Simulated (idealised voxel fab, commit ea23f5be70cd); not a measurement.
process module | voxel transistor to metal
cross-section cut | 170 nm wide | cells 5 nm
A cross-section is a grid of square cells, given in bands from the top down. A band is one or more rows of cells.
Each band's line starts with the height of the band's top and of its bottom, in nm. Then come its materials from left to right, each with its width in nm. One material with "throughout" fills the band from edge to edge. "air" is empty space.
Height 0 is the level under which the wafer as received is all one material. The lowest band goes on downwards, as in "0 down".
A width such as "30 to 40" changes by the same amount from each row of cells to the next, from the band's top row to its bottom row.
"no change" after a step means that no cell of the cross-section changed.
closed voids: empty space of 8 cells or more with no open way to the top, each as width x height at its distance from the left edge, in nm
after a step's settings: what the simulator itself notes on the step
overlay nm, on a step with a mask: how far to the right of its planned place the mask lay; to the left if negative
plan
1 op RECEIVE | material Si
2 op OXIDIZE | depth nm 5
3 op CONFORMAL_DEP | material SiN | thk nm 10
4 op PATTERN | tone cover | mask id ACTIVE | material resist | width nm 95 | thk nm 20 | overlay nm 0
5 op DIRECTIONAL_ETCH | etch materials SiN | depth nm 10
6 op DIRECTIONAL_ETCH | etch materials SiO2 | depth nm 5
7 op DIRECTIONAL_ETCH | etch materials Si | depth nm 35
8 op STRIP | etch materials resist
9 op OXIDIZE | depth nm 5
10 op FILL_DEP | material SiO2 | thk nm 15
11 op CMP | height nm 10
12 op SELECTIVE_ETCH | etch materials SiO2 | depth nm 10
13 op STRIP | etch materials SiN
14 op SELECTIVE_ETCH | etch materials SiO2 | depth nm 5
15 op OXIDIZE | depth nm 5
16 op DIRECTIONAL_DEP | material polySi | thk nm 25
17 op DIRECTIONAL_DEP | material SiCN | thk nm 10
18 op MASKED_ETCH | tone cover | mask id GATE | width nm 25 | etch materials SiCN | depth nm 20 | overlay nm 0
19 op MASKED_ETCH | tone cover | mask id GATE | width nm 25 | etch materials polySi | depth nm 35 | overlay nm 0
20 op CONFORMAL_DEP | material SiO2 | thk nm 5
21 op DIRECTIONAL_ETCH | etch materials SiO2 | depth nm 5
22 op CONFORMAL_DEP | material SiN | thk nm 10
23 op DIRECTIONAL_ETCH | etch materials SiN | depth nm 10
24 op DIRECTIONAL_ETCH | etch materials SiO2 | depth nm 5
25 op EPI | material pSi | thk nm 5
26 op FILL_DEP | material SiO2 | thk nm 10
27 op CMP | height nm 20
28 op STRIP | etch materials polySi
29 op SELECTIVE_ETCH | etch materials SiO2 | depth nm 5
30 op CONFORMAL_DEP | material HfO2 | thk nm 5
31 op CONFORMAL_DEP | material TiN | thk nm 5
32 op FILL_DEP | material W | thk nm 10
33 op CMP | height nm 15
34 op DIRECTIONAL_DEP | material SiO2 | thk nm 15
35 op MASKED_ETCH | tone open | mask id CONTACT | width nm 15 | pitch nm 70 | etch materials SiO2 | depth nm 35 | overlay nm 0
36 op CONFORMAL_DEP | material TiN | thk nm 5
37 op FILL_DEP | material W | thk nm 10
38 op CMP | height nm 30
39 op CONFORMAL_DEP | material SiN | thk nm 5
40 op DIRECTIONAL_DEP | material lowk | thk nm 20
41 op MASKED_ETCH | tone open | mask id METAL_1 | width nm 15 | pitch nm 70 | etch materials lowk | depth nm 20 | overlay nm 0
42 op MASKED_ETCH | tone open | mask id METAL_1 | width nm 15 | pitch nm 70 | etch materials SiN | depth nm 5 | overlay nm 0
43 op CONFORMAL_DEP | material TiN | thk nm 5
44 op FILL_DEP | material W | thk nm 5
45 op CMP | height nm 55
46 op EPI | material Ru | thk nm 5
47 op FILL_DEP | material SiCN | thk nm 5
as received, after step 1
  0 down: Si throughout
  closed voids: none
first wafer at the end, as planned
  65 to 60: SiCN throughout
  60 to 55: SiCN 35 | Ru 25 | SiCN 45 | Ru 25 | SiCN 40
  55 to 35: lowk 40 | TiN 5 | W 5 | TiN 5 | lowk 55 | TiN 5 | W 5 | TiN 5 | lowk 45
  35 to 30: SiN 40 | TiN 15 | SiN 55 | TiN 15 | SiN 45
  30 to 15: SiO2 40 | TiN 5 | W 5 | TiN 5 | SiO2 55 | TiN 5 | W 5 | TiN 5 | SiO2 45
  15 to 0: SiO2 40 | TiN 5 | W 5 | TiN 5 | SiN 10 | HfO2 5 | TiN 5 | W 15 | TiN 5 | HfO2 5 | SiN 10 | TiN 5 | W 5 | TiN 5 | SiO2 45
  0 to -5: SiO2 40 | TiN 15 | SiN 10 | HfO2 5 | TiN 25 | HfO2 5 | SiN 10 | TiN 15 | SiO2 45
  -5 to -10: SiO2 35 | pSi 20 | SiO2 10 | HfO2 35 | SiO2 10 | pSi 20 | SiO2 40
  -10 to -45: SiO2 40 | Si 85 | SiO2 45
  -45 down: Si throughout
  closed voids: none
second wafer at the end: like start, like plan, one mistake
  65 to 60: SiCN throughout
  60 to 55: SiCN 35 | Ru 25 | SiCN 45 | Ru 25 | SiCN 40
  55 to 35: lowk 40 | TiN 5 | W 5 | TiN 5 | lowk 55 | TiN 5 | W 5 | TiN 5 | lowk 45
  35 to 30: SiN 40 | TiN 15 | SiN 55 | TiN 15 | SiN 45
  30 to 20: W 35 | TiN 5 | SiO2 15 | TiN 5 | W 45 | TiN 5 | SiO2 15 | TiN 5 | W 40
  20 to 15: W 35 | TiN 5 | SiO2 15 | TiN 55 | SiO2 15 | TiN 5 | W 40
  15 to 0: W 35 | TiN 5 | SiO2 15 | SiN 10 | HfO2 5 | TiN 5 | W 15 | TiN 5 | HfO2 5 | SiN 10 | SiO2 15 | TiN 5 | W 40
  0 to -5: TiN 40 | SiO2 15 | SiN 10 | HfO2 5 | TiN 25 | HfO2 5 | SiN 10 | SiO2 15 | TiN 45
  -5 to -10: SiO2 35 | pSi 20 | SiO2 10 | HfO2 35 | SiO2 10 | pSi 20 | SiO2 40
  -10 to -45: SiO2 40 | Si 85 | SiO2 45
  -45 down: Si throughout
  closed voids: none
what went wrong: step 35 ran as: op MASKED_ETCH | tone cover | mask id CONTACT | width nm 15 | pitch nm 70 | etch materials SiO2 | depth nm 35 | overlay nm 0
at the end the second wafer has, in cells: 110 fewer of SiO2 | 14 more of TiN | 96 more of W
